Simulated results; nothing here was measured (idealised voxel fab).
process module | voxel spacer lines
cross-section cut | 200 nm wide | cells 5 nm
A cross-section is a grid of square cells, given in bands from the top down. A band is one or more rows of cells.
Each band's line starts with the height of the band's top and of its bottom, in nm. Then come its materials from left to right, each with its width in nm. One material with "throughout" fills the band from edge to edge. "air" is empty space.
Height 0 is the level under which the wafer as received is all one material. The lowest band goes on downwards, as in "0 down".
A width such as "30 to 40" changes by the same amount from each row of cells to the next, from the band's top row to its bottom row.
"no change" after a step means that no cell of the cross-section changed.
closed voids: empty space of 8 cells or more with no open way to the top, each as width x height at its distance from the left edge, in nm
after a step's settings: what the simulator itself notes on the step
overlay nm, on a step with a mask: how far to the right of its planned place the mask lay; to the left if negative
plan
1 op RECEIVE | material Si
2 op CONFORMAL_DEP | material Al2O3 | thk nm 5
3 op DIRECTIONAL_DEP | material W | thk nm 15
4 op DIRECTIONAL_DEP | material polySi | thk nm 25
5 op PATTERN | tone cover | mask id MANDREL | material resist | width nm 20 | pitch nm 70 | thk nm 35 | overlay nm 0
6 op DIRECTIONAL_ETCH | etch materials polySi | depth nm 25
7 op STRIP | etch materials resist
8 op CONFORMAL_DEP | material SiN | thk nm 15
9 op DIRECTIONAL_ETCH | etch materials SiN | depth nm 15
10 op STRIP | etch materials polySi
11 op DIRECTIONAL_ETCH | etch materials W | depth nm 15
12 op STRIP | etch materials SiN
13 op FILL_DEP | material lowk | thk nm 5
14 op CMP | height nm 20
as received, after step 1
  0 down: Si throughout
  closed voids: none
a wafer at the end: this start, this plan, one mistake
  20 to 15: lowk throughout
  15 to 5: lowk 40 | W 15 | lowk 20 | W 15 | lowk 20 | W 15 | lowk 20 | W 15 | lowk 40
  5 to 0: Al2O3 throughout
  0 down: Si throughout
  closed voids: none
what went wrong: step 3 ran as: op DIRECTIONAL_DEP | material W | thk nm 10
